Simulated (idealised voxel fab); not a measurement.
Process module in this document: voxel self aligned contacts
Section cut is 215 nm wide and gridded with 5 nm square cells.
In what follows, cross-sections appear as grids of square cells, described through bands that run from the top down, where every band is one or more rows of cells.
For a band, the entry starts with two heights in nm, that of the top and then that of the bottom, and carries on with the band's materials in order from left to right, each alongside its width in nm; the word "everywhere" beside a single material means it fills the band edge to edge, and "blank" means empty space.
Below 0: as-received wafer, all one material; heights counted from there. Lowest band: no bottom, goes on down, written "0 and below".
Width "30->40": first value at the band's top row of cells, second value at its bottom row, equal change from row to row.
Take "nothing was modified" at face value: in the step it is given for, the cross-section changed in none of its cells.
Under "Entrapped voids" you'll find the enclosed gaps, the ones with no way out to the top, that are 8 cells or bigger; each reads width x height at distance, with distance counted from the left edge, everything in nm.
Past the settings on a step's line: simulator remark, on that step.
The setting "overlay nm" may be written on the line of a step. When the step uses a mask, the value reports how far to the right of the planned place the mask lay, and a negative value reports that it lay to the left.
Each pair below shows a cross-section before one step and the cross-section after it, down to the lowest band that changed. The line under each pair gives the step between them, with its settings. The pairs can come from different runs of this module on the same starting wafer, so a pair continues from the pair above only where its "Geometry before processing" says so.

## Geometry before processing
  60 down to 45: SiO2 20 nm, then SiN 45 nm, then TiN 5 nm, then Ru 10 nm, then TiN 5 nm, then SiN 45 nm, then TiN 5 nm, then Ru 10 nm, then TiN 5 nm, then SiN 45 nm, then SiO2 20 nm
  45 down to 30: SiO2 20 nm, then SiN 10 nm, then polySi 25 nm, then SiN 10 nm, then TiN 5 nm, then Ru 10 nm, then TiN 5 nm, then SiN 10 nm, then polySi 25 nm, then SiN 10 nm, then TiN 5 nm, then Ru 10 nm, then TiN 5 nm, then SiN 10 nm, then polySi 25 nm, then SiN 10 nm, then SiO2 20 nm
  30 down to 25: SiO2 20 nm, then SiN 10 nm, then polySi 25 nm, then SiN 10 nm, then TiN 20 nm, then SiN 10 nm, then polySi 25 nm, then SiN 10 nm, then TiN 20 nm, then SiN 10 nm, then polySi 25 nm, then SiN 10 nm, then SiO2 20 nm
  25 down to 5: polySi everywhere
  5 down to 0: SiO2 everywhere
  0 and below: Si everywhere
  Entrapped voids: none

## Resulting Cross-Section
  65 down to 60: SiCN everywhere
  For the remainder of the cross-section, below 60, there is no change.
  Entrapped voids: none
The process step separating the two cross-sections depicted above is as follows: CONFORMAL_DEP | material SiCN | thk nm 5

## Geometry before processing
  50 down to 25: blank 30 nm, then SiN 25 nm, then blank 40 nm, then SiN 25 nm, then blank 40 nm, then SiN 25 nm, then blank 30 nm
  25 down to 5: blank 30 nm, then polySi 25 nm, then blank 40 nm, then polySi 25 nm, then blank 40 nm, then polySi 25 nm, then blank 30 nm
  5 down to 0: SiO2 everywhere
  0 and below: Si everywhere
  Entrapped voids: none

## Resulting Cross-Section
  40 down to 25: blank 30 nm, then SiN 25 nm, then blank 40 nm, then SiN 25 nm, then blank 40 nm, then SiN 25 nm, then blank 30 nm
  For the remainder of the cross-section, below 25, there is no change.
  Entrapped voids: none
The process step separating the two cross-sections depicted above is as follows: DIRECTIONAL_ETCH | etch materials SiN | depth nm 10

Geometry before processing: = after-state of the pair above.

## Resulting Cross-Section
  50 down to 25: blank 20 nm, then SiN 45 nm, then blank 20 nm, then SiN 45 nm, then blank 20 nm, then SiN 45 nm, then blank 20 nm
  25 down to 15: blank 20 nm, then SiN 10 nm, then polySi 25 nm, then SiN 10 nm, then blank 20 nm, then SiN 10 nm, then polySi 25 nm, then SiN 10 nm, then blank 20 nm, then SiN 10 nm, then polySi 25 nm, then SiN 10 nm, then blank 20 nm
  15 down to 5: SiN 30 nm, then polySi 25 nm, then SiN 40 nm, then polySi 25 nm, then SiN 40 nm, then polySi 25 nm, then SiN 30 nm
  For the remainder of the cross-section, below 5, there is no change.
  Entrapped voids: none
The process step separating the two cross-sections depicted above is as follows: CONFORMAL_DEP | material SiN | thk nm 10

Geometry before processing: = after-state of the pair above.

## Resulting Cross-Section
  70 down to 50: SiO2 everywhere
  50 down to 25: SiO2 20 nm, then SiN 45 nm, then SiO2 20 nm, then SiN 45 nm, then SiO2 20 nm, then SiN 45 nm, then SiO2 20 nm
  25 down to 15: SiO2 20 nm, then SiN 10 nm, then polySi 25 nm, then SiN 10 nm, then SiO2 20 nm, then SiN 10 nm, then polySi 25 nm, then SiN 10 nm, then SiO2 20 nm, then SiN 10 nm, then polySi 25 nm, then SiN 10 nm, then SiO2 20 nm
  For the remainder of the cross-section, below 15, there is no change.
  Entrapped voids: none
The process step separating the two cross-sections depicted above is as follows: FILL_DEP | material SiO2 | thk nm 20

Geometry before processing: = after-state of the pair above.

## Resulting Cross-Section
  60 down to 50: SiO2 everywhere
  For the remainder of the cross-section, below 50, there is no change.
  Entrapped voids: none
The process step separating the two cross-sections depicted above is as follows: CMP | height nm 60

Geometry before processing: = after-state of the pair above.

## Resulting Cross-Section
  75 down to 60: aC everywhere
  For the remainder of the cross-section, below 60, there is no change.
  Entrapped voids: none
The process step separating the two cross-sections depicted above is as follows: DIRECTIONAL_DEP | material aC | thk nm 15

Geometry before processing: = after-state of the pair above.

## Resulting Cross-Section
  110 down to 75: resist 50 nm, then blank 50 nm, then resist 15 nm, then blank 50 nm, then resist 50 nm
  For the remainder of the cross-section, below 75, there is no change.
  Entrapped voids: none
The process step separating the two cross-sections depicted above is as follows: PATTERN | tone open | mask id CONTACT | material resist | width nm 50 | pitch nm 65 | thk nm 35 | overlay nm 0

Geometry before processing: = after-state of the pair above.

## Resulting Cross-Section
  95 down to 75: resist 50 nm, then blank 50 nm, then resist 15 nm, then blank 50 nm, then resist 50 nm
  75 down to 60: aC 50 nm, then blank 50 nm, then aC 15 nm, then blank 50 nm, then aC 50 nm
  For the remainder of the cross-section, below 60, there is no change.
  Entrapped voids: none
The process step separating the two cross-sections depicted above is as follows: DIRECTIONAL_ETCH | etch materials aC | depth nm 15

Geometry before processing: = after-state of the pair above.

## Resulting Cross-Section
  75 down to 60: aC 50 nm, then blank 50 nm, then aC 15 nm, then blank 50 nm, then aC 50 nm
  For the remainder of the cross-section, below 60, there is no change.
  Entrapped voids: none
The process step separating the two cross-sections depicted above is as follows: STRIP | etch materials resist

Geometry before processing: = after-state of the pair above.

## Resulting Cross-Section
  75 down to 60: aC 50 nm, then blank 50 nm, then aC 15 nm, then blank 50 nm, then aC 50 nm
  60 down to 50: SiO2 50 nm, then blank 50 nm, then SiO2 15 nm, then blank 50 nm, then SiO2 50 nm
  50 down to 25: SiO2 20 nm, then SiN 45 nm, then blank 20 nm, then SiN 45 nm, then blank 20 nm, then SiN 45 nm, then SiO2 20 nm
  25 down to 15: SiO2 20 nm, then SiN 10 nm, then polySi 25 nm, then SiN 10 nm, then blank 20 nm, then SiN 10 nm, then polySi 25 nm, then SiN 10 nm, then blank 20 nm, then SiN 10 nm, then polySi 25 nm, then SiN 10 nm, then SiO2 20 nm
  For the remainder of the cross-section, below 15, there is no change.
  Entrapped voids: none
The process step separating the two cross-sections depicted above is as follows: DIRECTIONAL_ETCH | etch materials SiO2 | depth nm 60

Geometry before processing: = after-state of the pair above.

## Resulting Cross-Section
  60 down to 50: SiO2 50 nm, then blank 50 nm, then SiO2 15 nm, then blank 50 nm, then SiO2 50 nm
  For the remainder of the cross-section, below 50, there is no change.
  Entrapped voids: none
The process step separating the two cross-sections depicted above is as follows: STRIP | etch materials aC

Geometry before processing: = after-state of the pair above.

## Resulting Cross-Section
  65 down to 60: TiN 55 nm, then blank 40 nm, then TiN 25 nm, then blank 40 nm, then TiN 55 nm
  60 down to 50: SiO2 50 nm, then TiN 5->20 nm, then blank 40->10 nm, then TiN 5->20 nm, then SiO2 15 nm, then TiN 5->20 nm, then blank 40->10 nm, then TiN 5->20 nm, then SiO2 50 nm
  50 down to 25: SiO2 20 nm, then SiN 45 nm, then TiN 5 nm, then blank 10 nm, then TiN 5 nm, then SiN 45 nm, then TiN 5 nm, then blank 10 nm, then TiN 5 nm, then SiN 45 nm, then SiO2 20 nm
  25 down to 20: SiO2 20 nm, then SiN 10 nm, then polySi 25 nm, then SiN 10 nm, then TiN 5 nm, then blank 10 nm, then TiN 5 nm, then SiN 10 nm, then polySi 25 nm, then SiN 10 nm, then TiN 5 nm, then blank 10 nm, then TiN 5 nm, then SiN 10 nm, then polySi 25 nm, then SiN 10 nm, then SiO2 20 nm
  20 down to 15: SiO2 20 nm, then SiN 10 nm, then polySi 25 nm, then SiN 10 nm, then TiN 20 nm, then SiN 10 nm, then polySi 25 nm, then SiN 10 nm, then TiN 20 nm, then SiN 10 nm, then polySi 25 nm, then SiN 10 nm, then SiO2 20 nm
  For the remainder of the cross-section, below 15, there is no change.
  Entrapped voids: none
The process step separating the two cross-sections depicted above is as follows: CONFORMAL_DEP | material TiN | thk nm 5

Geometry before processing: = after-state of the pair above.

## Resulting Cross-Section
  70 down to 65: Ru everywhere
  65 down to 60: TiN 55 nm, then Ru 40 nm, then TiN 25 nm, then Ru 40 nm, then TiN 55 nm
  60 down to 50: SiO2 50 nm, then TiN 5->20 nm, then Ru 40->10 nm, then TiN 5->20 nm, then SiO2 15 nm, then TiN 5->20 nm, then Ru 40->10 nm, then TiN 5->20 nm, then SiO2 50 nm
  50 down to 25: SiO2 20 nm, then SiN 45 nm, then TiN 5 nm, then Ru 10 nm, then TiN 5 nm, then SiN 45 nm, then TiN 5 nm, then Ru 10 nm, then TiN 5 nm, then SiN 45 nm, then SiO2 20 nm
  25 down to 20: SiO2 20 nm, then SiN 10 nm, then polySi 25 nm, then SiN 10 nm, then TiN 5 nm, then Ru 10 nm, then TiN 5 nm, then SiN 10 nm, then polySi 25 nm, then SiN 10 nm, then TiN 5 nm, then Ru 10 nm, then TiN 5 nm, then SiN 10 nm, then polySi 25 nm, then SiN 10 nm, then SiO2 20 nm
  For the remainder of the cross-section, below 20, there is no change.
  Entrapped voids: none
The process step separating the two cross-sections depicted above is as follows: FILL_DEP | material Ru | thk nm 5

Geometry before processing: = after-state of the pair above.

## Resulting Cross-Section
  60 down to 50: SiO2 50 nm, then TiN 5->20 nm, then Ru 40->10 nm, then TiN 5->20 nm, then SiO2 15 nm, then TiN 5->20 nm, then Ru 40->10 nm, then TiN 5->20 nm, then SiO2 50 nm
  For the remainder of the cross-section, below 50, there is no change.
  Entrapped voids: none
The process step separating the two cross-sections depicted above is as follows: CMP | height nm 60

Geometry before processing: = after-state of the pair above.

## Resulting Cross-Section
  65 down to 60: SiCN everywhere
  For the remainder of the cross-section, below 60, there is no change.
  Entrapped voids: none
The process step separating the two cross-sections depicted above is as follows: CONFORMAL_DEP | material SiCN | thk nm 5

## Geometry before processing
  70 down to 65: Ru everywhere
  65 down to 60: TiN 55 nm, then Ru 40 nm, then TiN 25 nm, then Ru 40 nm, then TiN 55 nm
  60 down to 50: SiO2 50 nm, then TiN 5->20 nm, then Ru 40->10 nm, then TiN 5->20 nm, then SiO2 15 nm, then TiN 5->20 nm, then Ru 40->10 nm, then TiN 5->20 nm, then SiO2 50 nm
  50 down to 25: SiO2 20 nm, then SiN 45 nm, then TiN 5 nm, then Ru 10 nm, then TiN 5 nm, then SiN 45 nm, then TiN 5 nm, then Ru 10 nm, then TiN 5 nm, then SiN 45 nm, then SiO2 20 nm
  25 down to 5: SiO2 20 nm, then SiN 10 nm, then polySi 25 nm, then SiN 10 nm, then TiN 5 nm, then Ru 10 nm, then TiN 5 nm, then SiN 10 nm, then polySi 25 nm, then SiN 10 nm, then TiN 5 nm, then Ru 10 nm, then TiN 5 nm, then SiN 10 nm, then polySi 25 nm, then SiN 10 nm, then SiO2 20 nm
  5 down to 0: SiO2 65 nm, then TiN 20 nm, then SiO2 45 nm, then TiN 20 nm, then SiO2 65 nm
  0 and below: Si everywhere
  Entrapped voids: none

## Resulting Cross-Section
  50 down to 25: SiO2 20 nm, then SiN 45 nm, then TiN 5 nm, then Ru 10 nm, then TiN 5 nm, then SiN 45 nm, then TiN 5 nm, then Ru 10 nm, then TiN 5 nm, then SiN 45 nm, then SiO2 20 nm
  For the remainder of the cross-section, below 25, there is no change.
  Entrapped voids: none
The process step separating the two cross-sections depicted above is as follows: CMP | height nm 50

Geometry before processing: = after-state of the pair above.

## Resulting Cross-Section
  55 down to 50: SiCN everywhere
  For the remainder of the cross-section, below 50, there is no change.
  Entrapped voids: none
The process step separating the two cross-sections depicted above is as follows: CONFORMAL_DEP | material SiCN | thk nm 5

## Geometry before processing
  75 down to 60: aC everywhere
  60 down to 50: SiO2 everywhere
  50 down to 25: SiO2 20 nm, then SiN 45 nm, then SiO2 20 nm, then SiN 45 nm, then SiO2 20 nm, then SiN 45 nm, then SiO2 20 nm
  25 down to 5: SiO2 20 nm, then SiN 10 nm, then polySi 25 nm, then SiN 10 nm, then SiO2 20 nm, then SiN 10 nm, then polySi 25 nm, then SiN 10 nm, then SiO2 20 nm, then SiN 10 nm, then polySi 25 nm, then SiN 10 nm, then SiO2 20 nm
  5 down to 0: SiO2 everywhere
  0 and below: Si everywhere
  Entrapped voids: none

## Resulting Cross-Section
  110 down to 75: resist 55 nm, then blank 40 nm, then resist 25 nm, then blank 40 nm, then resist 55 nm
  For the remainder of the cross-section, below 75, there is no change.
  Entrapped voids: none
The process step separating the two cross-sections depicted above is as follows: PATTERN | tone open | mask id CONTACT | material resist | width nm 40 | pitch nm 65 | thk nm 35 | overlay nm 0

Geometry before processing: = after-state of the pair above.

## Resulting Cross-Section
  95 down to 75: resist 55 nm, then blank 40 nm, then resist 25 nm, then blank 40 nm, then resist 55 nm
  75 down to 60: aC 55 nm, then blank 40 nm, then aC 25 nm, then blank 40 nm, then aC 55 nm
  For the remainder of the cross-section, below 60, there is no change.
  Entrapped voids: none
The process step separating the two cross-sections depicted above is as follows: DIRECTIONAL_ETCH | etch materials aC | depth nm 15

Geometry before processing: = after-state of the pair above.

## Resulting Cross-Section
  75 down to 60: aC 55 nm, then blank 40 nm, then aC 25 nm, then blank 40 nm, then aC 55 nm
  For the remainder of the cross-section, below 60, there is no change.
  Entrapped voids: none
The process step separating the two cross-sections depicted above is as follows: STRIP | etch materials resist

Geometry before processing: = after-state of the pair above.

## Resulting Cross-Section
  75 down to 60: aC 55 nm, then blank 40 nm, then aC 25 nm, then blank 40 nm, then aC 55 nm
  60 down to 50: SiO2 55 nm, then blank 40 nm, then SiO2 25 nm, then blank 40 nm, then SiO2 55 nm
  50 down to 25: SiO2 20 nm, then SiN 45 nm, then blank 20 nm, then SiN 45 nm, then blank 20 nm, then SiN 45 nm, then SiO2 20 nm
  25 down to 5: SiO2 20 nm, then SiN 10 nm, then polySi 25 nm, then SiN 10 nm, then blank 20 nm, then SiN 10 nm, then polySi 25 nm, then SiN 10 nm, then blank 20 nm, then SiN 10 nm, then polySi 25 nm, then SiN 10 nm, then SiO2 20 nm
  5 down to 0: SiO2 65 nm, then blank 20 nm, then SiO2 45 nm, then blank 20 nm, then SiO2 65 nm
  For the remainder of the cross-section, below 0, there is no change.
  Entrapped voids: none
The process step separating the two cross-sections depicted above is as follows: DIRECTIONAL_ETCH | etch materials SiO2 | depth nm 60

Geometry before processing: = after-state of the pair above.

## Resulting Cross-Section
  60 down to 50: SiO2 55 nm, then blank 40 nm, then SiO2 25 nm, then blank 40 nm, then SiO2 55 nm
  For the remainder of the cross-section, below 50, there is no change.
  Entrapped voids: none
The process step separating the two cross-sections depicted above is as follows: STRIP | etch materials aC

Geometry before processing: = after-state of the pair above.

## Resulting Cross-Section
  65 down to 60: TiN 60 nm, then blank 30 nm, then TiN 35 nm, then blank 30 nm, then TiN 60 nm
  60 down to 50: SiO2 55 nm, then TiN 5->15 nm, then blank 30->10 nm, then TiN 5->15 nm, then SiO2 25 nm, then TiN 5->15 nm, then blank 30->10 nm, then TiN 5->15 nm, then SiO2 55 nm
  50 down to 25: SiO2 20 nm, then SiN 45 nm, then TiN 5 nm, then blank 10 nm, then TiN 5 nm, then SiN 45 nm, then TiN 5 nm, then blank 10 nm, then TiN 5 nm, then SiN 45 nm, then SiO2 20 nm
  25 down to 5: SiO2 20 nm, then SiN 10 nm, then polySi 25 nm, then SiN 10 nm, then TiN 5 nm, then blank 10 nm, then TiN 5 nm, then SiN 10 nm, then polySi 25 nm, then SiN 10 nm, then TiN 5 nm, then blank 10 nm, then TiN 5 nm, then SiN 10 nm, then polySi 25 nm, then SiN 10 nm, then SiO2 20 nm
  5 down to 0: SiO2 65 nm, then TiN 20 nm, then SiO2 45 nm, then TiN 20 nm, then SiO2 65 nm
  For the remainder of the cross-section, below 0, there is no change.
  Entrapped voids: none
The process step separating the two cross-sections depicted above is as follows: CONFORMAL_DEP | material TiN | thk nm 5

Geometry before processing: = after-state of the pair above.

## Resulting Cross-Section
  70 down to 65: Ru everywhere
  65 down to 60: TiN 60 nm, then Ru 30 nm, then TiN 35 nm, then Ru 30 nm, then TiN 60 nm
  60 down to 50: SiO2 55 nm, then TiN 5->15 nm, then Ru 30->10 nm, then TiN 5->15 nm, then SiO2 25 nm, then TiN 5->15 nm, then Ru 30->10 nm, then TiN 5->15 nm, then SiO2 55 nm
  50 down to 25: SiO2 20 nm, then SiN 45 nm, then TiN 5 nm, then Ru 10 nm, then TiN 5 nm, then SiN 45 nm, then TiN 5 nm, then Ru 10 nm, then TiN 5 nm, then SiN 45 nm, then SiO2 20 nm
  25 down to 5: SiO2 20 nm, then SiN 10 nm, then polySi 25 nm, then SiN 10 nm, then TiN 5 nm, then Ru 10 nm, then TiN 5 nm, then SiN 10 nm, then polySi 25 nm, then SiN 10 nm, then TiN 5 nm, then Ru 10 nm, then TiN 5 nm, then SiN 10 nm, then polySi 25 nm, then SiN 10 nm, then SiO2 20 nm
  For the remainder of the cross-section, below 5, there is no change.
  Entrapped voids: none
The process step separating the two cross-sections depicted above is as follows: FILL_DEP | material Ru | thk nm 5

Geometry before processing: = after-state of the pair above.

## Resulting Cross-Section
  60 down to 50: SiO2 55 nm, then TiN 5->15 nm, then Ru 30->10 nm, then TiN 5->15 nm, then SiO2 25 nm, then TiN 5->15 nm, then Ru 30->10 nm, then TiN 5->15 nm, then SiO2 55 nm
  For the remainder of the cross-section, below 50, there is no change.
  Entrapped voids: none
The process step separating the two cross-sections depicted above is as follows: CMP | height nm 60

Geometry before processing: = after-state of the pair above.

## Resulting Cross-Section
  65 down to 60: SiCN everywhere
  For the remainder of the cross-section, below 60, there is no change.
  Entrapped voids: none
The process step separating the two cross-sections depicted above is as follows: CONFORMAL_DEP | material SiCN | thk nm 5

## Geometry before processing
  75 down to 60: aC everywhere
  60 down to 50: SiO2 everywhere
  50 down to 25: SiO2 20 nm, then SiN 45 nm, then SiO2 20 nm, then SiN 45 nm, then SiO2 20 nm, then SiN 45 nm, then SiO2 20 nm
  25 down to 5: SiO2 20 nm, then SiN 10 nm, then polySi 25 nm, then SiN 10 nm, then SiO2 20 nm, then SiN 10 nm, then polySi 25 nm, then SiN 10 nm, then SiO2 20 nm, then SiN 10 nm, then polySi 25 nm, then SiN 10 nm, then SiO2 20 nm
  5 down to 0: SiO2 everywhere
  0 and below: Si everywhere
  Entrapped voids: none

## Resulting Cross-Section
  110 down to 75: resist 40 nm, then blank 50 nm, then resist 15 nm, then blank 50 nm, then resist 60 nm
  For the remainder of the cross-section, below 75, there is no change.
  Entrapped voids: none
The process step separating the two cross-sections depicted above is as follows: PATTERN | tone open | mask id CONTACT | material resist | width nm 50 | pitch nm 65 | thk nm 35 | overlay nm -10

Geometry before processing: = after-state of the pair above.

## Resulting Cross-Section
  95 down to 75: resist 40 nm, then blank 50 nm, then resist 15 nm, then blank 50 nm, then resist 60 nm
  75 down to 60: aC 40 nm, then blank 50 nm, then aC 15 nm, then blank 50 nm, then aC 60 nm
  For the remainder of the cross-section, below 60, there is no change.
  Entrapped voids: none
The process step separating the two cross-sections depicted above is as follows: DIRECTIONAL_ETCH | etch materials aC | depth nm 15

Geometry before processing: = after-state of the pair above.

## Resulting Cross-Section
  75 down to 60: aC 40 nm, then blank 50 nm, then aC 15 nm, then blank 50 nm, then aC 60 nm
  For the remainder of the cross-section, below 60, there is no change.
  Entrapped voids: none
The process step separating the two cross-sections depicted above is as follows: STRIP | etch materials resist

Geometry before processing: = after-state of the pair above.

## Resulting Cross-Section
  75 down to 60: aC 40 nm, then blank 50 nm, then aC 15 nm, then blank 50 nm, then aC 60 nm
  60 down to 50: SiO2 40 nm, then blank 50 nm, then SiO2 15 nm, then blank 50 nm, then SiO2 60 nm
  50 down to 25: SiO2 20 nm, then SiN 45 nm, then blank 20 nm, then SiN 45 nm, then blank 20 nm, then SiN 45 nm, then SiO2 20 nm
  25 down to 5: SiO2 20 nm, then SiN 10 nm, then polySi 25 nm, then SiN 10 nm, then blank 20 nm, then SiN 10 nm, then polySi 25 nm, then SiN 10 nm, then blank 20 nm, then SiN 10 nm, then polySi 25 nm, then SiN 10 nm, then SiO2 20 nm
  5 down to 0: SiO2 65 nm, then blank 20 nm, then SiO2 45 nm, then blank 20 nm, then SiO2 65 nm
  For the remainder of the cross-section, below 0, there is no change.
  Entrapped voids: none
The process step separating the two cross-sections depicted above is as follows: DIRECTIONAL_ETCH | etch materials SiO2 | depth nm 60

Geometry before processing: = after-state of the pair above.

## Resulting Cross-Section
  60 down to 50: SiO2 40 nm, then blank 50 nm, then SiO2 15 nm, then blank 50 nm, then SiO2 60 nm
  For the remainder of the cross-section, below 50, there is no change.
  Entrapped voids: none
The process step separating the two cross-sections depicted above is as follows: STRIP | etch materials aC

Geometry before processing: = after-state of the pair above.

## Resulting Cross-Section
  65 down to 60: TiN 45 nm, then blank 40 nm, then TiN 25 nm, then blank 40 nm, then TiN 65 nm
  60 down to 50: SiO2 40 nm, then TiN 5->30 nm, then blank 40->10 nm, then TiN 5->10 nm, then SiO2 15 nm, then TiN 5->30 nm, then blank 40->10 nm, then TiN 5->10 nm, then SiO2 60 nm
  50 down to 25: SiO2 20 nm, then SiN 45 nm, then TiN 5 nm, then blank 10 nm, then TiN 5 nm, then SiN 45 nm, then TiN 5 nm, then blank 10 nm, then TiN 5 nm, then SiN 45 nm, then SiO2 20 nm
  25 down to 5: SiO2 20 nm, then SiN 10 nm, then polySi 25 nm, then SiN 10 nm, then TiN 5 nm, then blank 10 nm, then TiN 5 nm, then SiN 10 nm, then polySi 25 nm, then SiN 10 nm, then TiN 5 nm, then blank 10 nm, then TiN 5 nm, then SiN 10 nm, then polySi 25 nm, then SiN 10 nm, then SiO2 20 nm
  5 down to 0: SiO2 65 nm, then TiN 20 nm, then SiO2 45 nm, then TiN 20 nm, then SiO2 65 nm
  For the remainder of the cross-section, below 0, there is no change.
  Entrapped voids: none
The process step separating the two cross-sections depicted above is as follows: CONFORMAL_DEP | material TiN | thk nm 5

Geometry before processing: = after-state of the pair above.

## Resulting Cross-Section
  70 down to 65: Ru everywhere
  65 down to 60: TiN 45 nm, then Ru 40 nm, then TiN 25 nm, then Ru 40 nm, then TiN 65 nm
  60 down to 50: SiO2 40 nm, then TiN 5->30 nm, then Ru 40->10 nm, then TiN 5->10 nm, then SiO2 15 nm, then TiN 5->30 nm, then Ru 40->10 nm, then TiN 5->10 nm, then SiO2 60 nm
  50 down to 25: SiO2 20 nm, then SiN 45 nm, then TiN 5 nm, then Ru 10 nm, then TiN 5 nm, then SiN 45 nm, then TiN 5 nm, then Ru 10 nm, then TiN 5 nm, then SiN 45 nm, then SiO2 20 nm
  25 down to 5: SiO2 20 nm, then SiN 10 nm, then polySi 25 nm, then SiN 10 nm, then TiN 5 nm, then Ru 10 nm, then TiN 5 nm, then SiN 10 nm, then polySi 25 nm, then SiN 10 nm, then TiN 5 nm, then Ru 10 nm, then TiN 5 nm, then SiN 10 nm, then polySi 25 nm, then SiN 10 nm, then SiO2 20 nm
  For the remainder of the cross-section, below 5, there is no change.
  Entrapped voids: none
The process step separating the two cross-sections depicted above is as follows: FILL_DEP | material Ru | thk nm 5

Geometry before processing: = after-state of the pair above.

## Resulting Cross-Section
  60 down to 50: SiO2 40 nm, then TiN 5->30 nm, then Ru 40->10 nm, then TiN 5->10 nm, then SiO2 15 nm, then TiN 5->30 nm, then Ru 40->10 nm, then TiN 5->10 nm, then SiO2 60 nm
  For the remainder of the cross-section, below 50, there is no change.
  Entrapped voids: none
The process step separating the two cross-sections depicted above is as follows: CMP | height nm 60

Geometry before processing: = after-state of the pair above.

## Resulting Cross-Section
  65 down to 60: SiCN everywhere
  For the remainder of the cross-section, below 60, there is no change.
  Entrapped voids: none
The process step separating the two cross-sections depicted above is as follows: CONFORMAL_DEP | material SiCN | thk nm 5

## Geometry before processing
  0 and below: Si everywhere
  Entrapped voids: none

## Resulting Cross-Section
  5 down to 0: SiCN everywhere
  For the remainder of the cross-section, below 0, there is no change.
  Entrapped voids: none
The process step separating the two cross-sections depicted above is as follows: CONFORMAL_DEP | material SiCN | thk nm 5

Geometry before processing: = after-state of the pair above.

## Resulting Cross-Section
  25 down to 5: polySi everywhere
  For the remainder of the cross-section, below 5, there is no change.
  Entrapped voids: none
The process step separating the two cross-sections depicted above is as follows: DIRECTIONAL_DEP | material polySi | thk nm 20

Geometry before processing: = after-state of the pair above.

## Resulting Cross-Section
  50 down to 25: SiN everywhere
  For the remainder of the cross-section, below 25, there is no change.
  Entrapped voids: none
The process step separating the two cross-sections depicted above is as follows: DIRECTIONAL_DEP | material SiN | thk nm 25

Geometry before processing: = after-state of the pair above.

## Resulting Cross-Section
  50 down to 25: blank 30 nm, then SiN 25 nm, then blank 40 nm, then SiN 25 nm, then blank 40 nm, then SiN 25 nm, then blank 30 nm
  For the remainder of the cross-section, below 25, there is no change.
  Entrapped voids: none
The process step separating the two cross-sections depicted above is as follows: MASKED_ETCH | tone cover | mask id GATE | width nm 25 | pitch nm 65 | etch materials SiN | depth nm 25 | overlay nm 0

Geometry before processing: = after-state of the pair above.

## Resulting Cross-Section
  50 down to 25: blank 30 nm, then SiN 25 nm, then blank 40 nm, then SiN 25 nm, then blank 40 nm, then SiN 25 nm, then blank 30 nm
  25 down to 5: blank 30 nm, then polySi 25 nm, then blank 40 nm, then polySi 25 nm, then blank 40 nm, then polySi 25 nm, then blank 30 nm
  For the remainder of the cross-section, below 5, there is no change.
  Entrapped voids: none
The process step separating the two cross-sections depicted above is as follows: MASKED_ETCH | tone cover | mask id GATE | width nm 25 | pitch nm 65 | etch materials polySi | depth nm 20 | overlay nm 0

Geometry before processing: = after-state of the pair above.

## Resulting Cross-Section
  60 down to 25: blank 20 nm, then SiN 45 nm, then blank 20 nm, then SiN 45 nm, then blank 20 nm, then SiN 45 nm, then blank 20 nm
  25 down to 15: blank 20 nm, then SiN 10 nm, then polySi 25 nm, then SiN 10 nm, then blank 20 nm, then SiN 10 nm, then polySi 25 nm, then SiN 10 nm, then blank 20 nm, then SiN 10 nm, then polySi 25 nm, then SiN 10 nm, then blank 20 nm
  15 down to 5: SiN 30 nm, then polySi 25 nm, then SiN 40 nm, then polySi 25 nm, then SiN 40 nm, then polySi 25 nm, then SiN 30 nm
  For the remainder of the cross-section, below 5, there is no change.
  Entrapped voids: none
The process step separating the two cross-sections depicted above is as follows: CONFORMAL_DEP | material SiN | thk nm 10

Geometry before processing: = after-state of the pair above.

## Resulting Cross-Section
  50 down to 25: blank 20 nm, then SiN 45 nm, then blank 20 nm, then SiN 45 nm, then blank 20 nm, then SiN 45 nm, then blank 20 nm
  25 down to 5: blank 20 nm, then SiN 10 nm, then polySi 25 nm, then SiN 10 nm, then blank 20 nm, then SiN 10 nm, then polySi 25 nm, then SiN 10 nm, then blank 20 nm, then SiN 10 nm, then polySi 25 nm, then SiN 10 nm, then blank 20 nm
  For the remainder of the cross-section, below 5, there is no change.
  Entrapped voids: none
The process step separating the two cross-sections depicted above is as follows: DIRECTIONAL_ETCH | etch materials SiN | depth nm 10

Geometry before processing: = after-state of the pair above.

## Resulting Cross-Section
  70 down to 50: SiO2 everywhere
  50 down to 25: SiO2 20 nm, then SiN 45 nm, then SiO2 20 nm, then SiN 45 nm, then SiO2 20 nm, then SiN 45 nm, then SiO2 20 nm
  25 down to 5: SiO2 20 nm, then SiN 10 nm, then polySi 25 nm, then SiN 10 nm, then SiO2 20 nm, then SiN 10 nm, then polySi 25 nm, then SiN 10 nm, then SiO2 20 nm, then SiN 10 nm, then polySi 25 nm, then SiN 10 nm, then SiO2 20 nm
  For the remainder of the cross-section, below 5, there is no change.
  Entrapped voids: none
The process step separating the two cross-sections depicted above is as follows: FILL_DEP | material SiO2 | thk nm 20

Geometry before processing: = after-state of the pair above.

## Resulting Cross-Section
  60 down to 50: SiO2 everywhere
  For the remainder of the cross-section, below 50, there is no change.
  Entrapped voids: none
The process step separating the two cross-sections depicted above is as follows: CMP | height nm 60

Geometry before processing: = after-state of the pair above.

## Resulting Cross-Section
  75 down to 60: aC everywhere
  For the remainder of the cross-section, below 60, there is no change.
  Entrapped voids: none
The process step separating the two cross-sections depicted above is as follows: DIRECTIONAL_DEP | material aC | thk nm 15

Geometry before processing: = after-state of the pair above.

## Resulting Cross-Section
  110 down to 75: resist 50 nm, then blank 50 nm, then resist 15 nm, then blank 50 nm, then resist 50 nm
  For the remainder of the cross-section, below 75, there is no change.
  Entrapped voids: none
The process step separating the two cross-sections depicted above is as follows: PATTERN | tone open | mask id CONTACT | material resist | width nm 50 | pitch nm 65 | thk nm 35 | overlay nm 0

Geometry before processing: = after-state of the pair above.

## Resulting Cross-Section
  95 down to 75: resist 50 nm, then blank 50 nm, then resist 15 nm, then blank 50 nm, then resist 50 nm
  75 down to 60: aC 50 nm, then blank 50 nm, then aC 15 nm, then blank 50 nm, then aC 50 nm
  For the remainder of the cross-section, below 60, there is no change.
  Entrapped voids: none
The process step separating the two cross-sections depicted above is as follows: DIRECTIONAL_ETCH | etch materials aC | depth nm 15

Geometry before processing: = after-state of the pair above.

## Resulting Cross-Section
  75 down to 60: aC 50 nm, then blank 50 nm, then aC 15 nm, then blank 50 nm, then aC 50 nm
  For the remainder of the cross-section, below 60, there is no change.
  Entrapped voids: none
The process step separating the two cross-sections depicted above is as follows: STRIP | etch materials resist
